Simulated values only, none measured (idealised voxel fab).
process module | voxel transistor to metal
The figure presents cross-section cut, which has a width of 300 nm and is divided into square cells with an edge length of 5 nm.
A cross-section is written here as square cells arranged in a grid, and it is given in bands from the top down, each band taking up one or more rows of cells.
Per band: top height and bottom height in nm, followed by the left-to-right materials and their widths in nm; "full width" marks a single material spanning edge to edge, "blank" marks empty space.
Note: height 0 marks the level under which the wafer is uniformly one material as received. Lowest band unbounded below, written "0 nm and below".
Per-row width for "30..40": begins at first number (top row of band), ends at second number (bottom row), increment between rows held constant.
Take "no change occurred" at face value: in the step it is given for, the cross-section changed in none of its cells.
Voids not open to the top, 8 cells minimum: see "Enclosed internal voids". Written width x height at distance; distance is from the left edge; nm.
Past the settings on a step's line: simulator remark, on that step.
Each step line may optionally specify "overlay nm", which for a step with a mask gives the rightward distance between the mask's planned place and where it lay, a negative value indicating the leftward direction.

Below is the list of planned process steps:
1) op RECEIVE | material Si
2) op OXIDIZE | depth nm 5
3) op CONFORMAL_DEP | material SiN | thk nm 15
4) op MASKED_ETCH | tone cover | mask id ACTIVE | width nm 95 | pitch nm 125 | etch materials SiN | depth nm 15 | overlay nm 0
5) op MASKED_ETCH | tone cover | mask id ACTIVE | width nm 105 | pitch nm 125 | etch materials SiO2 | depth nm 5 | overlay nm 0
6) op MASKED_ETCH | tone cover | mask id ACTIVE | width nm 105 | pitch nm 125 | etch materials Si | depth nm 35 | overlay nm 0
7) op FILL_DEP | material SiO2 | thk nm 5
8) op CMP | height nm 15
9) op SELECTIVE_ETCH | etch materials SiO2 | depth nm 15
10) op STRIP | etch materials SiN
11) op SELECTIVE_ETCH | etch materials SiO2 | depth nm 5
12) op OXIDIZE | depth nm 5
13) op DIRECTIONAL_DEP | material polySi | thk nm 20
14) op DIRECTIONAL_DEP | material SiCN | thk nm 15
15) op MASKED_ETCH | tone cover | mask id GATE | width nm 25 | pitch nm 125 | etch materials SiCN | depth nm 25 | overlay nm 0
16) op MASKED_ETCH | tone cover | mask id GATE | width nm 25 | pitch nm 125 | etch materials polySi | depth nm 30 | overlay nm 0
17) op CONFORMAL_DEP | material SiN | thk nm 10
18) op DIRECTIONAL_ETCH | etch materials SiN | depth nm 10
19) op DIRECTIONAL_ETCH | etch materials SiO2 | depth nm 5
20) op DIRECTIONAL_ETCH | etch materials Si | depth nm 15
21) op EPI | material pSi | thk nm 20
22) op FILL_DEP | material SiO2 | thk nm 10
23) op CMP | height nm 30
24) op DIRECTIONAL_DEP | material SiO2 | thk nm 15
25) op PATTERN | tone open | mask id CONTACT | material resist | width nm 15 | thk nm 15 | overlay nm 0
26) op DIRECTIONAL_ETCH | etch materials SiO2 | depth nm 35
27) op STRIP | etch materials resist
28) op CONFORMAL_DEP | material TiN | thk nm 5
29) op FILL_DEP | material Ru | thk nm 10
30) op CMP | height nm 45
31) op CONFORMAL_DEP | material SiCN | thk nm 5
32) op DIRECTIONAL_DEP | material lowk | thk nm 20
33) op DIRECTIONAL_DEP | material aC | thk nm 10
34) op PATTERN | tone open | mask id METAL_1 | material resist | width nm 15 | thk nm 25 | overlay nm 0
35) op DIRECTIONAL_ETCH | etch materials aC | depth nm 10
36) op STRIP | etch materials resist
37) op DIRECTIONAL_ETCH | etch materials lowk | depth nm 20
38) op DIRECTIONAL_ETCH | etch materials SiCN | depth nm 5
39) op STRIP | etch materials aC
40) op CONFORMAL_DEP | material TiN | thk nm 5
41) op FILL_DEP | material W | thk nm 10
42) op CMP | height nm 70
43) op CONFORMAL_DEP | material SiN | thk nm 5
For clarity, it should be stated that the wafers under discussion commence in an identical condition and differ with respect to the width nm of step 4, the plan indicating the value that the first wafer had.

As received, i.e. after step 1: cross-section through the first of several wafers:
- 0 nm and below: Si full width
- Enclosed internal voids: none

Cross-section, first of several wafers, end of module, after last step 43:
- 75 nm to 70 nm: SiN full width
- 70 nm to 50 nm: lowk 45, then TiN 5, then W 5, then TiN 5, then lowk 55, then TiN 5, then W 5, then TiN 5, then lowk 40, then TiN 5, then W 5, then TiN 5, then lowk 55, then TiN 5, then W 5, then TiN 5, then lowk 45
- 50 nm to 45 nm: SiCN 45, then TiN 15, then SiCN 55, then TiN 15, then SiCN 40, then TiN 15, then SiCN 55, then TiN 15, then SiCN 45
- 45 nm to 30 nm: SiO2 45, then TiN 5, then Ru 5, then TiN 5, then SiO2 55, then TiN 5, then Ru 5, then TiN 5, then SiO2 40, then TiN 5, then Ru 5, then TiN 5, then SiO2 55, then TiN 5, then Ru 5, then TiN 5, then SiO2 45
- 30 nm to 15 nm: SiO2 45, then TiN 5, then Ru 5, then TiN 5, then SiO2 5, then SiN 10, then SiCN 25, then SiN 10, then SiO2 5, then TiN 5, then Ru 5, then TiN 5, then SiO2 40, then TiN 5, then Ru 5, then TiN 5, then SiO2 5, then SiN 10, then SiCN 25, then SiN 10, then SiO2 5, then TiN 5, then Ru 5, then TiN 5, then SiO2 45
- 15 nm to 10 nm: SiO2 45, then TiN 15, then SiO2 5, then SiN 10, then polySi 25, then SiN 10, then SiO2 5, then TiN 15, then SiO2 40, then TiN 15, then SiO2 5, then SiN 10, then polySi 25, then SiN 10, then SiO2 5, then TiN 15, then SiO2 45
- 10 nm to -5 nm: SiO2 45, then pSi 20, then SiN 10, then polySi 25, then SiN 10, then pSi 20, then SiO2 40, then pSi 20, then SiN 10, then polySi 25, then SiN 10, then pSi 20, then SiO2 45
- -5 nm to -10 nm: SiO2 30, then pSi 35, then SiO2 45, then pSi 35, then SiO2 10, then pSi 35, then SiO2 45, then pSi 35, then SiO2 30
- -10 nm to -25 nm: SiO2 35, then pSi 30, then Si 45, then pSi 30, then SiO2 20, then pSi 30, then Si 45, then pSi 30, then SiO2 35
- -25 nm to -40 nm: SiO2 35, then Si 105, then SiO2 20, then Si 105, then SiO2 35
- -40 nm and below: Si full width
- Enclosed internal voids: none

End of module, last wafer sectioned:
- 75 nm to 70 nm: SiN full width
- 70 nm to 50 nm: lowk 45, then TiN 5, then W 5, then TiN 5, then lowk 55, then TiN 5, then W 5, then TiN 5, then lowk 40, then TiN 5, then W 5, then TiN 5, then lowk 55, then TiN 5, then W 5, then TiN 5, then lowk 45
- 50 nm to 45 nm: SiCN 45, then TiN 15, then SiCN 55, then TiN 15, then SiCN 40, then TiN 15, then SiCN 55, then TiN 15, then SiCN 45
- 45 nm to 30 nm: SiO2 45, then TiN 5, then Ru 5, then TiN 5, then SiO2 55, then TiN 5, then Ru 5, then TiN 5, then SiO2 40, then TiN 5, then Ru 5, then TiN 5, then SiO2 55, then TiN 5, then Ru 5, then TiN 5, then SiO2 45
- 30 nm to 15 nm: SiO2 45, then TiN 5, then Ru 5, then TiN 5, then SiO2 5, then SiN 10, then SiCN 25, then SiN 10, then SiO2 5, then TiN 5, then Ru 5, then TiN 5, then SiO2 40, then TiN 5, then Ru 5, then TiN 5, then SiO2 5, then SiN 10, then SiCN 25, then SiN 10, then SiO2 5, then TiN 5, then Ru 5, then TiN 5, then SiO2 45
- 15 nm to 10 nm: SiO2 45, then TiN 15, then SiO2 5, then SiN 10, then polySi 25, then SiN 10, then SiO2 5, then TiN 15, then SiO2 40, then TiN 15, then SiO2 5, then SiN 10, then polySi 25, then SiN 10, then SiO2 5, then TiN 15, then SiO2 45
- 10 nm to -5 nm: SiO2 45, then pSi 20, then SiN 10, then polySi 25, then SiN 10, then pSi 20, then SiO2 40, then pSi 20, then SiN 10, then polySi 25, then SiN 10, then pSi 20, then SiO2 45
- -5 nm to -10 nm: SiO2 30, then pSi 35, then SiO2 45, then pSi 40, then SiO2 5, then pSi 35, then SiO2 45, then pSi 40, then SiO2 25
- -10 nm to -25 nm: SiO2 35, then pSi 30, then Si 45, then pSi 35, then SiO2 15, then pSi 30, then Si 45, then pSi 35, then SiO2 30
- -25 nm to -40 nm: SiO2 35, then Si 110, then SiO2 15, then Si 110, then SiO2 30
- -40 nm and below: Si full width
- Enclosed internal voids: none

So in this table every wafer gets its own row, and what you see is where it stands at the end of the module: for each material, how many cells it picked up (+) or gave up (-) since we received it, and after that its closed voids:
width nm 95 | +24 Ru | -300 Si | +78 SiCN | +116 SiN | +482 SiO2 | +104 TiN | +16 W | +192 lowk | +148 pSi | +40 polySi | Enclosed internal voids: none
width nm 100 | +24 Ru | -300 Si | +78 SiCN | +116 SiN | +482 SiO2 | +104 TiN | +16 W | +192 lowk | +148 pSi | +40 polySi | Enclosed internal voids: none
width nm 105 | +24 Ru | -300 Si | +78 SiCN | +116 SiN | +482 SiO2 | +104 TiN | +16 W | +192 lowk | +148 pSi | +40 polySi | Enclosed internal voids: none
width nm 110 | +24 Ru | -294 Si | +78 SiCN | +116 SiN | +468 SiO2 | +104 TiN | +16 W | +192 lowk | +156 pSi | +40 polySi | Enclosed internal voids: none
